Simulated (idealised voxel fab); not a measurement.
Process module heading - voxel plated lines
For reference, the cross-section in this document is cut, with width 265 nm and square cells of 5 nm.
Cross-section = grid of square cells, listed top down in bands; band = one or more rows.
It is stipulated that each band's entry specify, in nanometres, the height of the top of the band and then that of its bottom, followed by the materials of the band in left-to-right sequence, each together with its width in nanometres. A single material marked by the word "throughout" is understood to fill the band from edge to edge; the word "empty" is understood to denote empty space.
Heights from 0 (as-received wafer is one material below). Bottom band endless downward, as "0 down".
The two numbers in a width such as "30..40" mark its ends across the band: the first belongs to the top row of cells, the second to the bottom row, and from each row to the next the width moves by the same amount.
For the purposes of this document, the phrase "no modifications" attached to a step denotes that no cell within the cross-section was modified by that step.
"Closed cavity list" specifies each empty space that is not open to the top and that occupies no fewer than 8 cells, using the form width x height at distance, the distance measured from the left edge and all three quantities in nm.
Anything after a step's settings on that line? It's the simulator's own note about the step.
Among the settings permitted on a step's line is "overlay nm"; applied to a step with a mask, it specifies the extent to which the mask lay to the right of its planned position, whereas a negative figure signifies a position to the left.
BELOW IS THE LIST OF PLANNED PROCESS STEPS
1. RECEIVE [material Si]
2. CONFORMAL_DEP [material Al2O3] [thk nm 10]
3. DIRECTIONAL_DEP [material TiN] [thk nm 5]
4. PATTERN [tone open] [mask id LINES] [material resist] [width nm 25] [pitch nm 45] [thk nm 20] [overlay nm 0]
5. EPI [material Ru] [thk nm 5]
6. STRIP [etch materials resist]
7. DIRECTIONAL_ETCH [etch materials TiN] [depth nm 5]
8. CONFORMAL_DEP [material SiCN] [thk nm 10]
INCOMING WAFER IN CROSS-SECTION (STATE: AFTER STEP 1)
  0 down | Si throughout
  Closed cavity list: none
LOOKING AT THE FIRST OF TWO WAFERS IN CROSS-SECTION AT END OF MODULE - RAN TO PLAN
  30 to 20 | 85 of empty  90 of SiCN  90 of empty
  20 to 15 | 95 of SiCN  25 of Ru  20 of SiCN  25 of Ru  100 of SiCN
  15 to 10 | 95 of SiCN  25 of TiN  20 of SiCN  25 of TiN  100 of SiCN
  10 to 0 | Al2O3 throughout
  0 down | Si throughout
  Closed cavity list: none
HERE'S THE SECOND OF OUR TWO WAFERS SECTIONED AT MODULE END. SAME START AS THE FIRST, SAME PLAN, BUT ONE MISTAKE GOT MADE RUNNING IT
  25 to 15 | SiCN throughout
  15 to 5 | Al2O3 throughout
  5 to 0 | TiN throughout
  0 down | Si throughout
  Closed cavity list: none
What went wrong in running the wafer? it was found that steps 2 and 3 of the process plan had been performed in exchanged positions
Cell-count delta at end, second wafer over first, by material: Ru: 10 fewer; SiCN: 16 fewer; TiN: 43 more
